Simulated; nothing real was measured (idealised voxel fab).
The name of this process module is voxel air gaps.
The cross-section shown here is cut; it is 175 nm wide and divided into square cells measuring 5 nm on a side.
Cross-section format: a grid of square cells, given as bands from top to bottom; each band is one or more rows of cells. Within each band entry, the heights of the top and of the bottom of the band appear first, in that order and in nm; the materials of the band then follow from left to right, each with its corresponding width in nm. The designation "edge to edge" on a single material indicates that it fills the band from edge to edge; the designation "air" indicates empty space. The level at which height equals 0 is the one under which the wafer, as it arrives, is entirely one material. No lower edge exists for the bottom band, which continues downward and is notated as in "0 and below". Graded width ("30..40"): value in top row of band = first number; value in bottom row = second number; row-to-row change constant. The cross-section has no changed cell in any step marked "same as before". Listed in "Sealed internal cavities": every empty space of 8 or more cells without an open way to the top. Form: width x height at distance, the distance being from the left edge, all in nm. That trailing text on a step's line, after the settings, is the simulator's own remark on the step. The line of a step may include "overlay nm". On a step with a mask, this value is how far to the right of its planned place the mask lay. A negative value means the mask lay to the left.

## Process steps - plan
- 1: RECEIVE with material Si
- 2: CONFORMAL_DEP with material SiO2, thk nm 15
- 3: CONFORMAL_DEP with material SiN, thk nm 5
- 4: DIRECTIONAL_DEP with material SiO2, thk nm 40
- 5: MASKED_ETCH with tone open, mask id LINES, width nm 25, pitch nm 50, etch materials SiO2, depth nm 40, overlay nm 0
- 6: CONFORMAL_DEP with material TiN, thk nm 5
- 7: FILL_DEP with material Cu, thk nm 10
- 8: CMP with height nm 60
- 9: EPI with material Ru, thk nm 10
- 10: SELECTIVE_ETCH with etch materials SiO2, depth nm 50
- 11: CONFORMAL_DEP with material SiCN, thk nm 5

## Cross-section of the wafer upon arrival, representing the state reached after step 1
  0 and below | Si edge to edge
  Sealed internal cavities: none

## Looking at the first of two wafers in cross-section at end of module - ran to plan
  75 down to 70 | 10 air  155 SiCN  10 air
  70 down to 60 | 10 air  5 SiCN  45 Ru  5 SiCN  45 Ru  5 SiCN  45 Ru  5 SiCN  10 air
  60 down to 55 | 10 air  15 SiCN  5 TiN  15 Cu  5 TiN  25 SiCN  5 TiN  15 Cu  5 TiN  25 SiCN  5 TiN  15 Cu  5 TiN  15 SiCN  10 air
  55 down to 25 | 20 air  5 SiCN  5 TiN  15 Cu  5 TiN  5 SiCN  15 air  5 SiCN  5 TiN  15 Cu  5 TiN  5 SiCN  15 air  5 SiCN  5 TiN  15 Cu  5 TiN  5 SiCN  20 air
  25 down to 20 | 25 SiCN  25 TiN  25 SiCN  25 TiN  25 SiCN  25 TiN  25 SiCN
  20 down to 15 | SiN edge to edge
  15 down to 0 | SiO2 edge to edge
  0 and below | Si edge to edge
  Sealed internal cavities: 15 x 30 at 55; 15 x 30 at 105

## Presented here is a cross-section of the second of the two wafers as it stood at the end of the module. It was started in the same manner and assigned the same plan as the first wafer; however, one mistake was made in its execution
  70 down to 60 | 15 air  45 Ru  5 air  45 Ru  5 air  45 Ru  15 air
  60 down to 25 | 25 air  5 TiN  15 Cu  5 TiN  25 air  5 TiN  15 Cu  5 TiN  25 air  5 TiN  15 Cu  5 TiN  25 air
  25 down to 20 | 25 air  25 TiN  25 air  25 TiN  25 air  25 TiN  25 air
  20 down to 15 | SiN edge to edge
  15 down to 0 | SiO2 edge to edge
  0 and below | Si edge to edge
  Sealed internal cavities: none
Diagnosis: step 11 of the plan did not run at all; it was left out
The closing comparison, in cells, has the second wafer with more or fewer of some materials than the first: -111 SiCN
In the final state there are 2 closed voids in the first wafer, compared with 0 in the second wafer.
